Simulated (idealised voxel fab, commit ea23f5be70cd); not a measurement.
Process module in this document: voxel wiring stack
The width of the displayed cross-section, cut, is 285 nm; its cells are square, with a size of 5 nm.
In this document a cross-section is written as a grid of square cells. It is given as a series of bands, listed from the top down, and a band is one or more rows of cells. The entry gives the band's vertical extent as a top height and a bottom height in nm, then its horizontal make-up as materials from left to right, each with a width in nm. "blank" stands for empty space; a single material marked "all across" fills the band edge to edge. Height 0 is the level under which the wafer as received is all one material. The lowest band goes on downwards, as in "z 0 and below". Top row gets the first number, bottom row gets the second, and each row in between changes by the same step: that is how a band width like "30 to 40" works. "no change occurred" (step): cross-section cells unchanged, all of them. The list in "Entrapped void list" covers empty spaces of 8 cells or more that cannot reach the top through any open way, and it gives each as width x height at distance; the distance is from the left edge, and width, height and distance are in nm. If you see something after the settings on a step's line, that's the simulator's own remark about that step. overlay nm, on a step with a mask: how far to the right of its planned place the mask lay; to the left if negative.

## Steps in the process plan
| 1 | RECEIVE, material Si |
| 2 | CONFORMAL_DEP, material SiO2, thk nm 10 |
| 3 | CONFORMAL_DEP, material SiN, thk nm 5 |
| 4 | DIRECTIONAL_DEP, material lowk, thk nm 25 |
| 5 | MASKED_ETCH, tone open, mask id METAL_1, width nm 25, pitch nm 55, etch materials lowk, depth nm 25, overlay nm 0 |
| 6 | MASKED_ETCH, tone open, mask id METAL_1, width nm 25, pitch nm 55, etch materials SiN, depth nm 5, overlay nm 0 |
| 7 | CONFORMAL_DEP, material TiN, thk nm 5 |
| 8 | FILL_DEP, material Cu, thk nm 5 |
| 9 | CMP, height nm 40 |
| 10 | CONFORMAL_DEP, material SiCN, thk nm 5 |
| 11 | DIRECTIONAL_DEP, material SiO2, thk nm 25 |
| 12 | DIRECTIONAL_DEP, material aC, thk nm 10 |
| 13 | PATTERN, tone open, mask id METAL_2_HOLES, material resist, width nm 15, thk nm 30, overlay nm 0 |
| 14 | DIRECTIONAL_ETCH, etch materials aC, depth nm 10 |
| 15 | STRIP, etch materials resist |
| 16 | DIRECTIONAL_ETCH, etch materials SiO2, depth nm 25 |
| 17 | STRIP, etch materials aC |
| 18 | MASKED_ETCH, tone open, mask id METAL_2, width nm 25, pitch nm 55, etch materials SiO2, depth nm 15, overlay nm 0 |
| 19 | MASKED_ETCH, tone open, mask id METAL_2, width nm 25, pitch nm 55, etch materials SiCN, depth nm 5, overlay nm 0 |
| 20 | CONFORMAL_DEP, material TiN, thk nm 5 |
| 21 | FILL_DEP, material Cu, thk nm 5 |
| 22 | CMP, height nm 70 |
| 23 | CONFORMAL_DEP, material SiCN, thk nm 5 |
| 24 | DIRECTIONAL_DEP, material SiO2, thk nm 30 |
| 25 | MASKED_ETCH, tone open, mask id METAL_3, width nm 25, pitch nm 55, etch materials SiO2, depth nm 20, overlay nm 0 |
| 26 | DIRECTIONAL_DEP, material aC, thk nm 10 |
| 27 | PATTERN, tone open, mask id METAL_3_HOLES, material resist, width nm 15, pitch nm 55, thk nm 25, overlay nm 0 |
| 28 | DIRECTIONAL_ETCH, etch materials aC, depth nm 10 |
| 29 | STRIP, etch materials resist |
| 30 | DIRECTIONAL_ETCH, etch materials SiO2, depth nm 10 |
| 31 | DIRECTIONAL_ETCH, etch materials SiCN, depth nm 5 |
| 32 | STRIP, etch materials aC |
| 33 | CONFORMAL_DEP, material TiN, thk nm 5 |
| 34 | FILL_DEP, material Cu, thk nm 5 |
| 35 | CMP, height nm 105 |
| 36 | CONFORMAL_DEP, material SiCN, thk nm 5 |
| 37 | DIRECTIONAL_DEP, material SiO2, thk nm 25 |
| 38 | PATTERN, tone open, mask id METAL_4_HOLES, material resist, width nm 15, pitch nm 55, thk nm 20, overlay nm 0 |
| 39 | DIRECTIONAL_ETCH, etch materials SiO2, depth nm 25 |
| 40 | STRIP, etch materials resist |
| 41 | PATTERN, tone open, mask id METAL_4, material resist, width nm 25, pitch nm 55, thk nm 20, overlay nm 0 |
| 42 | DIRECTIONAL_ETCH, etch materials SiO2, depth nm 15 |
| 43 | DIRECTIONAL_ETCH, etch materials SiCN, depth nm 5 |
| 44 | STRIP, etch materials resist |
| 45 | CONFORMAL_DEP, material TiN, thk nm 5 |
| 46 | FILL_DEP, material Cu, thk nm 10 |
| 47 | CMP, height nm 135 |
| 48 | CONFORMAL_DEP, material SiN, thk nm 5 |

## This is the cross-section of the wafer as we received it, i.e. after step 1
    z 0 and below  Si all across
    Entrapped void list: none

## This is how the wafer looks in cross-section once the module is done, given the starting state and plan above and one mistake in carrying the plan out
    z 140 to 135  SiN all across
    z 135 to 125  100 SiO2  5 TiN  15 Cu  5 TiN  30 SiO2  5 TiN  15 Cu  5 TiN  105 SiO2
    z 125 to 120  100 SiO2  5 TiN  5 Cu  15 TiN  30 SiO2  5 TiN  5 Cu  15 TiN  105 SiO2
    z 120 to 110  100 SiO2  5 TiN  5 Cu  5 TiN  40 SiO2  5 TiN  5 Cu  5 TiN  115 SiO2
    z 110 to 105  100 SiCN  15 TiN  40 SiCN  15 TiN  115 SiCN
    z 105 to 90  100 SiO2  5 TiN  15 Cu  5 TiN  30 SiO2  5 TiN  15 Cu  5 TiN  105 SiO2
    z 90 to 85  100 SiO2  5 TiN  5 Cu  15 TiN  30 SiO2  5 TiN  5 Cu  15 TiN  105 SiO2
    z 85 to 75  100 SiO2  5 TiN  5 Cu  5 TiN  40 SiO2  5 TiN  5 Cu  5 TiN  115 SiO2
    z 75 to 70  100 SiCN  15 TiN  40 SiCN  15 TiN  115 SiCN
    z 70 to 60  100 SiO2  5 TiN  15 Cu  5 TiN  30 SiO2  5 TiN  15 Cu  5 TiN  105 SiO2
    z 60 to 55  100 SiO2  5 TiN  5 Cu  15 TiN  30 SiO2  25 TiN  105 SiO2
    z 55 to 45  100 SiO2  5 TiN  5 Cu  5 TiN  170 SiO2
    z 45 to 40  100 SiCN  15 TiN  170 SiCN
    z 40 to 20  100 lowk  5 TiN  20 Cu  5 TiN  25 lowk  5 TiN  20 Cu  5 TiN  100 lowk
    z 20 to 15  100 lowk  5 TiN  15 Cu  10 TiN  25 lowk  5 TiN  15 Cu  10 TiN  100 lowk
    z 15 to 10  100 SiN  25 TiN  30 SiN  25 TiN  105 SiN
    z 10 to 0  SiO2 all across
    z 0 and below  Si all across
    Entrapped void list: none
In executing the process, a mistake was made relative to the plan: step 5 ran as: MASKED_ETCH, tone open, mask id METAL_1, width nm 30, pitch nm 55, etch materials lowk, depth nm 25, overlay nm 0
